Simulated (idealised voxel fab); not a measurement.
process module | voxel transistor to metal
cross-section cut | 190 nm wide | cells 5 nm
A cross-section is a grid of square cells, given in bands from the top down. A band is one or more rows of cells.
Each band's line starts with the height of the band's top and of its bottom, in nm. Then come its materials from left to right, each with its width in nm. One material with "throughout" fills the band from edge to edge. "air" is empty space.
Height 0 is the level under which the wafer as received is all one material. The lowest band goes on downwards, as in "0 down".
A width such as "30 to 40" changes by the same amount from each row of cells to the next, from the band's top row to its bottom row.
"no change" after a step means that no cell of the cross-section changed.
closed voids: empty space of 8 cells or more with no open way to the top, each as width x height at its distance from the left edge, in nm
after a step's settings: what the simulator itself notes on the step
overlay nm, on a step with a mask: how far to the right of its planned place the mask lay; to the left if negative
plan
1 op RECEIVE | material Si
2 op OXIDIZE | depth nm 5
3 op CONFORMAL_DEP | material SiN | thk nm 15
4 op MASKED_ETCH | tone cover | mask id ACTIVE | width nm 135 | etch materials SiN | depth nm 15 | overlay nm 0
5 op MASKED_ETCH | tone cover | mask id ACTIVE | width nm 135 | etch materials SiO2 | depth nm 5 | overlay nm 0
6 op MASKED_ETCH | tone cover | mask id ACTIVE | width nm 135 | etch materials Si | depth nm 20 | overlay nm 0
7 op FILL_DEP | material SiO2 | thk nm 10
8 op CMP | height nm 15
9 op SELECTIVE_ETCH | etch materials SiO2 | depth nm 5
10 op STRIP | etch materials SiN
11 op SELECTIVE_ETCH | etch materials SiO2 | depth nm 5
12 op OXIDIZE | depth nm 5
13 op DIRECTIONAL_DEP | material polySi | thk nm 30
14 op DIRECTIONAL_DEP | material SiCN | thk nm 10
15 op DIRECTIONAL_DEP | material aC | thk nm 15
16 op PATTERN | tone cover | mask id GATE | material resist | width nm 35 | thk nm 30 | overlay nm 0
17 op DIRECTIONAL_ETCH | etch materials aC | depth nm 15
18 op STRIP | etch materials resist
19 op DIRECTIONAL_ETCH | etch materials SiCN | depth nm 20
20 op DIRECTIONAL_ETCH | etch materials polySi | depth nm 40
21 op STRIP | etch materials aC
22 op CONFORMAL_DEP | material SiN | thk nm 5
23 op DIRECTIONAL_ETCH | etch materials SiN | depth nm 5
24 op DIRECTIONAL_ETCH | etch materials SiO2 | depth nm 5
25 op DIRECTIONAL_ETCH | etch materials Si | depth nm 5
26 op EPI | material nSi | thk nm 5
27 op FILL_DEP | material SiO2 | thk nm 10
28 op CMP | height nm 25
29 op STRIP | etch materials polySi
30 op SELECTIVE_ETCH | etch materials SiO2 | depth nm 5
31 op CONFORMAL_DEP | material HfO2 | thk nm 5
32 op CONFORMAL_DEP | material TiN | thk nm 5
33 op FILL_DEP | material W | thk nm 10
34 op CMP | height nm 20
35 op DIRECTIONAL_DEP | material SiO2 | thk nm 15
36 op MASKED_ETCH | tone open | mask id CONTACT | width nm 20 | pitch nm 95 | etch materials SiO2 | depth nm 45 | overlay nm 0
37 op CONFORMAL_DEP | material TiN | thk nm 5
38 op FILL_DEP | material W | thk nm 5
39 op CMP | height nm 35
40 op DIRECTIONAL_DEP | material TiN | thk nm 5
41 op DIRECTIONAL_DEP | material W | thk nm 20
42 op MASKED_ETCH | tone cover | mask id METAL_1 | width nm 20 | pitch nm 95 | etch materials W | depth nm 20 | overlay nm 0
43 op MASKED_ETCH | tone cover | mask id METAL_1 | width nm 20 | pitch nm 95 | etch materials TiN | depth nm 5 | overlay nm 0
44 op FILL_DEP | material lowk | thk nm 10
45 op CMP | height nm 60
46 op CONFORMAL_DEP | material SiCN | thk nm 5
as received, after step 1
  0 down: Si throughout
  closed voids: none
a wafer at the end: this start, this plan, one mistake
  65 to 60: SiCN throughout
  60 to 40: lowk 35 | W 20 | lowk 75 | W 20 | lowk 40
  40 to 35: lowk 35 | TiN 20 | lowk 75 | TiN 20 | lowk 40
  35 to 20: SiO2 35 | TiN 5 | W 10 | TiN 5 | SiO2 75 | TiN 5 | W 10 | TiN 5 | SiO2 40
  20 to 10: SiO2 35 | TiN 5 | W 10 | TiN 5 | SiO2 15 | SiN 5 | HfO2 5 | TiN 5 | W 15 | TiN 5 | HfO2 5 | SiN 5 | SiO2 15 | TiN 5 | W 10 | TiN 5 | SiO2 40
  10 to 5: SiO2 35 | TiN 5 | W 10 | TiN 5 | SiO2 15 | SiN 5 | HfO2 5 | TiN 25 | HfO2 5 | SiN 5 | SiO2 15 | TiN 5 | W 10 | TiN 5 | SiO2 40
  5 to 0: SiO2 25 | SiN 5 | SiO2 5 | TiN 5 | W 10 | TiN 5 | SiO2 15 | HfO2 45 | SiO2 15 | TiN 5 | W 10 | TiN 5 | SiO2 5 | SiN 5 | SiO2 30
  0 to -5: SiO2 25 | SiN 5 | SiO2 5 | TiN 20 | SiO2 75 | TiN 20 | SiO2 5 | SiN 5 | SiO2 30
  -5 to -10: SiO2 20 | nSi 5 | SiO2 10 | Si 115 | SiO2 10 | nSi 5 | SiO2 25
  -10 to -15: nSi 25 | Si 135 | nSi 30
  -15 down: Si throughout
  closed voids: none
what went wrong: step 4 ran as: op MASKED_ETCH | tone open | mask id ACTIVE | width nm 135 | etch materials SiN | depth nm 15 | overlay nm 0
